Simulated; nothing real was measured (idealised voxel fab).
Title: Process Module voxel trench capacitor
cross-section cut | 255 nm wide | cells 5 nm
Cross-section layout: square cells on a grid; listed as bands, top to bottom; a band spans one or more cell rows. Basically the band line says how high the top is and how high the bottom is, in nm, and then what's in it from left to right, every material with its width in nm. Empty space shows up as "air", and if a single material carries "everywhere" it runs the full band edge to edge. Beneath 0, the wafer as received is one material, and that level is where height counting begins. The lowest band goes on downward without a bottom; it is written like "0 and below". It should be noted that a width expressed as "30 to 40" varies in equal increments from row to row of cells within the band, taking the value of the first number at the top row and that of the second number at the bottom row. It should be understood that the words "left unchanged", when stated for a given step, signify that the cross-section underwent no change in any of its cells during that step. "Entrapped void list": sealed empty spaces, 8 cells or more, no open way to top, listed width x height at distance, with distance from the left edge and width, height and distance in nm. Whatever follows a step's settings on its line is a remark the simulator itself makes about that step. overlay nm: how far to the right of its planned place the mask lay on this masked step (negative: to the left).

Steps in the process plan
1: RECEIVE [material Si]
2: CONFORMAL_DEP [material SiN] [thk nm 5]
3: PATTERN [tone open] [mask id TRENCH] [material resist] [width nm 25] [pitch nm 50] [thk nm 20] [overlay nm 0]
4: DIRECTIONAL_ETCH [etch materials SiN] [depth nm 5]
5: DIRECTIONAL_ETCH [etch materials Si] [depth nm 30]
6: STRIP [etch materials resist]
7: CONFORMAL_DEP [material HfO2] [thk nm 5]
8: CONFORMAL_DEP [material TiN] [thk nm 5]
9: FILL_DEP [material W] [thk nm 10]
10: CMP [height nm 5]
The wafers in this document start out alike and differ in the thk nm applied at step 7; the plan shows the value used for the first wafer.

After step 1, as received: first of several wafers, cross-section
  0 and below = Si everywhere
  Entrapped void list: none

Once step 10, the last step, is complete, the module is at its end; this is the cross-section of the first of several wafers
  5 down to 0 = SiN=65 / HfO2=5 / TiN=5 / W=5 / TiN=5 / HfO2=5 / SiN=25 / HfO2=5 / TiN=5 / W=5 / TiN=5 / HfO2=5 / SiN=25 / HfO2=5 / TiN=5 / W=5 / TiN=5 / HfO2=5 / SiN=65
  0 down to -20 = Si=65 / HfO2=5 / TiN=5 / W=5 / TiN=5 / HfO2=5 / Si=25 / HfO2=5 / TiN=5 / W=5 / TiN=5 / HfO2=5 / Si=25 / HfO2=5 / TiN=5 / W=5 / TiN=5 / HfO2=5 / Si=65
  -20 down to -25 = Si=65 / HfO2=5 / TiN=15 / HfO2=5 / Si=25 / HfO2=5 / TiN=15 / HfO2=5 / Si=25 / HfO2=5 / TiN=15 / HfO2=5 / Si=65
  -25 down to -30 = Si=65 / HfO2=25 / Si=25 / HfO2=25 / Si=25 / HfO2=25 / Si=65
  -30 and below = Si everywhere
  Entrapped void list: none

Showing the last wafer in cross-section at the end of the module
  5 down to 0 = SiN=65 / HfO2=25 / SiN=25 / HfO2=25 / SiN=25 / HfO2=25 / SiN=65
  0 down to -30 = Si=65 / HfO2=25 / Si=25 / HfO2=25 / Si=25 / HfO2=25 / Si=65
  -30 and below = Si everywhere
  Entrapped void list: none

Per-wafer rows below. For each material: cells gained (+) or lost (-) since the wafer was received, as of end of module. Then: closed voids
thk nm 5; +51 HfO2; -90 Si; +36 SiN; +39 TiN; +15 W; Entrapped void list: none
thk nm 10; +90 HfO2; -90 Si; +36 SiN; +15 TiN; Entrapped void list: none
thk nm 15; +105 HfO2; -90 Si; +36 SiN; Entrapped void list: none
thk nm 20; +105 HfO2; -90 Si; +36 SiN; Entrapped void list: none
